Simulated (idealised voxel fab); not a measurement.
Documented hereafter: the process module known as voxel fin reveal.
Xsec cut, 275 nm wide, square cell size 5 nm.
When this document writes out a cross-section, it uses a grid of square cells and lists it as bands, beginning at the top and moving down, with a band standing for one or more rows of cells.
Band entry format. Leading values: height of top, height of bottom, nm. Remainder: materials in left-to-right order, each with its width in nm. Special words: "all across" on a single material, which then fills the band edge to edge; "air", empty space.
Counting heights begins at 0, where everything beneath is, in the wafer as received, one material. The lowest band has no bottom; it goes on downwards, as "0..down" shows.
Top row gets the first number, bottom row gets the second, and each row in between changes by the same step: that is how a band width like "30..40" works.
"nothing different" after a step means that no cell of the cross-section changed.
You'll see "closed voids" listing empty spaces that have no way open to the top, as long as they're 8 cells or more; the notation is width x height at distance, where the distance is from the left edge, and all of it is in nm.
Note: text after step settings on the step line = simulator remark on that step.
On any step carrying a mask, the "overlay nm" setting, if present on the step's line, tells how far right of its planned place the mask lay; negative values point to the left.
[Listed below are the process steps as planned]
| 1 | RECEIVE, material Si |
| 2 | CONFORMAL_DEP, material SiN, thk nm 5 |
| 3 | DIRECTIONAL_DEP, material aC, thk nm 10 |
| 4 | PATTERN, tone cover, mask id FINS, material resist, width nm 15, pitch nm 35, thk nm 25, overlay nm 0 |
| 5 | DIRECTIONAL_ETCH, etch materials aC, depth nm 10 |
| 6 | STRIP, etch materials resist |
| 7 | DIRECTIONAL_ETCH, etch materials SiN, depth nm 5 |
| 8 | DIRECTIONAL_ETCH, etch materials Si, depth nm 35 |
| 9 | STRIP, etch materials aC |
| 10 | FILL_DEP, material SiO2, thk nm 5 |
| 11 | CMP, height nm 5 |
| 12 | SELECTIVE_ETCH, etch materials SiO2, depth nm 15 |
| 13 | STRIP, etch materials SiN |
| 14 | CONFORMAL_DEP, material SiO2, thk nm 5 |
[The first of a set of two wafers, run to plan]
[As-received state of the wafer in cross-section, equivalent to post-step 1]
    0..down: Si all across
    closed voids: none
[Take a look at the wafer's cross-section after step 2]
    5..0: SiN all across
    Below 0, the layers are the same as they were.
[Take a look at the wafer's cross-section after step 3]
    15..5: aC all across
    Below 5, the layers are the same as they were.
[Take a look at the wafer's cross-section after step 4]
    40..15: air: 95, then resist: 15, then air: 20, then resist: 15, then air: 20, then resist: 15, then air: 95
    Below 15, the layers are the same as they were.
[Take a look at the wafer's cross-section after step 5]
    30..15: air: 95, then resist: 15, then air: 20, then resist: 15, then air: 20, then resist: 15, then air: 95
    15..5: air: 95, then aC: 15, then air: 20, then aC: 15, then air: 20, then aC: 15, then air: 95
    Below 5, the layers are the same as they were.
[Take a look at the wafer's cross-section after step 6]
    15..5: air: 95, then aC: 15, then air: 20, then aC: 15, then air: 20, then aC: 15, then air: 95
    Below 5, the layers are the same as they were.
[Take a look at the wafer's cross-section after step 7]
    15..5: air: 95, then aC: 15, then air: 20, then aC: 15, then air: 20, then aC: 15, then air: 95
    5..0: air: 95, then SiN: 15, then air: 20, then SiN: 15, then air: 20, then SiN: 15, then air: 95
    Below 0, the layers are the same as they were.
[Take a look at the wafer's cross-section after step 8]
    15..5: air: 95, then aC: 15, then air: 20, then aC: 15, then air: 20, then aC: 15, then air: 95
    5..0: air: 95, then SiN: 15, then air: 20, then SiN: 15, then air: 20, then SiN: 15, then air: 95
    0..-35: air: 95, then Si: 15, then air: 20, then Si: 15, then air: 20, then Si: 15, then air: 95
    Below -35, the layers are the same as they were.
[Take a look at the wafer's cross-section after step 9]
    5..0: air: 95, then SiN: 15, then air: 20, then SiN: 15, then air: 20, then SiN: 15, then air: 95
    Below 0, the layers are the same as they were.
[Take a look at the wafer's cross-section after step 10]
    10..5: SiO2 all across
    5..0: SiO2: 95, then SiN: 15, then SiO2: 20, then SiN: 15, then SiO2: 20, then SiN: 15, then SiO2: 95
    0..-35: SiO2: 95, then Si: 15, then SiO2: 20, then Si: 15, then SiO2: 20, then Si: 15, then SiO2: 95
    Below -35, the layers are the same as they were.
[Take a look at the wafer's cross-section after step 11]
    5..0: SiO2: 95, then SiN: 15, then SiO2: 20, then SiN: 15, then SiO2: 20, then SiN: 15, then SiO2: 95
    Below 0, the layers are the same as they were.
[Take a look at the wafer's cross-section after step 12]
    5..0: air: 95, then SiN: 15, then air: 20, then SiN: 15, then air: 20, then SiN: 15, then air: 95
    0..-10: air: 95, then Si: 15, then air: 20, then Si: 15, then air: 20, then Si: 15, then air: 95
    Below -10, the layers are the same as they were.
[Take a look at the wafer's cross-section after step 13]
    0..-10: air: 95, then Si: 15, then air: 20, then Si: 15, then air: 20, then Si: 15, then air: 95
    Below -10, the layers are the same as they were.
[Take a look at the wafer's cross-section after step 14]
    5..0: air: 90, then SiO2: 25, then air: 10, then SiO2: 25, then air: 10, then SiO2: 25, then air: 90
    0..-5: air: 90, then SiO2: 5, then Si: 15, then SiO2: 5, then air: 10, then SiO2: 5, then Si: 15, then SiO2: 5, then air: 10, then SiO2: 5, then Si: 15, then SiO2: 5, then air: 90
    -5..-35: SiO2: 95, then Si: 15, then SiO2: 20, then Si: 15, then SiO2: 20, then Si: 15, then SiO2: 95
    Below -35, the layers are the same as they were.
[The second wafer was prepared from the same starting point and under the same plan as the first; its processing contained one mistake, and it remains indistinguishable from the first wafer up to and including step 3]
[Second wafer, sectioned view, at step 4's planned end time]
    40..15: air: 105, then resist: 15, then air: 20, then resist: 15, then air: 20, then resist: 15, then air: 85
    Below 15, the layers are the same as they were.
[Second wafer, sectioned view, at step 5's planned end time]
    30..15: air: 105, then resist: 15, then air: 20, then resist: 15, then air: 20, then resist: 15, then air: 85
    15..5: air: 105, then aC: 15, then air: 20, then aC: 15, then air: 20, then aC: 15, then air: 85
    Below 5, the layers are the same as they were.
[Second wafer, sectioned view, at step 6's planned end time]
    15..5: air: 105, then aC: 15, then air: 20, then aC: 15, then air: 20, then aC: 15, then air: 85
    Below 5, the layers are the same as they were.
[Second wafer, sectioned view, at step 7's planned end time]
    15..5: air: 105, then aC: 15, then air: 20, then aC: 15, then air: 20, then aC: 15, then air: 85
    5..0: air: 105, then SiN: 15, then air: 20, then SiN: 15, then air: 20, then SiN: 15, then air: 85
    Below 0, the layers are the same as they were.
[Second wafer, sectioned view, at step 8's planned end time]
    15..5: air: 105, then aC: 15, then air: 20, then aC: 15, then air: 20, then aC: 15, then air: 85
    5..0: air: 105, then SiN: 15, then air: 20, then SiN: 15, then air: 20, then SiN: 15, then air: 85
    0..-35: air: 105, then Si: 15, then air: 20, then Si: 15, then air: 20, then Si: 15, then air: 85
    Below -35, the layers are the same as they were.
[Second wafer, sectioned view, at step 9's planned end time]
    5..0: air: 105, then SiN: 15, then air: 20, then SiN: 15, then air: 20, then SiN: 15, then air: 85
    Below 0, the layers are the same as they were.
[Second wafer, sectioned view, at step 10's planned end time]
    10..5: SiO2 all across
    5..0: SiO2: 105, then SiN: 15, then SiO2: 20, then SiN: 15, then SiO2: 20, then SiN: 15, then SiO2: 85
    0..-35: SiO2: 105, then Si: 15, then SiO2: 20, then Si: 15, then SiO2: 20, then Si: 15, then SiO2: 85
    Below -35, the layers are the same as they were.
[Second wafer, sectioned view, at step 11's planned end time]
    5..0: SiO2: 105, then SiN: 15, then SiO2: 20, then SiN: 15, then SiO2: 20, then SiN: 15, then SiO2: 85
    Below 0, the layers are the same as they were.
[Second wafer, sectioned view, at step 12's planned end time]
    5..0: air: 105, then SiN: 15, then air: 20, then SiN: 15, then air: 20, then SiN: 15, then air: 85
    0..-10: air: 105, then Si: 15, then air: 20, then Si: 15, then air: 20, then Si: 15, then air: 85
    Below -10, the layers are the same as they were.
[Second wafer, sectioned view, at step 13's planned end time]
    0..-10: air: 105, then Si: 15, then air: 20, then Si: 15, then air: 20, then Si: 15, then air: 85
    Below -10, the layers are the same as they were.
[Second wafer, sectioned view, at step 14's planned end time]
    5..0: air: 100, then SiO2: 25, then air: 10, then SiO2: 25, then air: 10, then SiO2: 25, then air: 80
    0..-5: air: 100, then SiO2: 5, then Si: 15, then SiO2: 5, then air: 10, then SiO2: 5, then Si: 15, then SiO2: 5, then air: 10, then SiO2: 5, then Si: 15, then SiO2: 5, then air: 80
    -5..-35: SiO2: 105, then Si: 15, then SiO2: 20, then Si: 15, then SiO2: 20, then Si: 15, then SiO2: 85
    Below -35, the layers are the same as they were.
Deviation from plan: step 4 did not happen as planned, as run it was PATTERN, tone cover, mask id FINS, material resist, width nm 15, pitch nm 35, thk nm 25, overlay nm 10
At the end, the second wafer has the same number of cells of each material as the first, but those cells sit in other places.
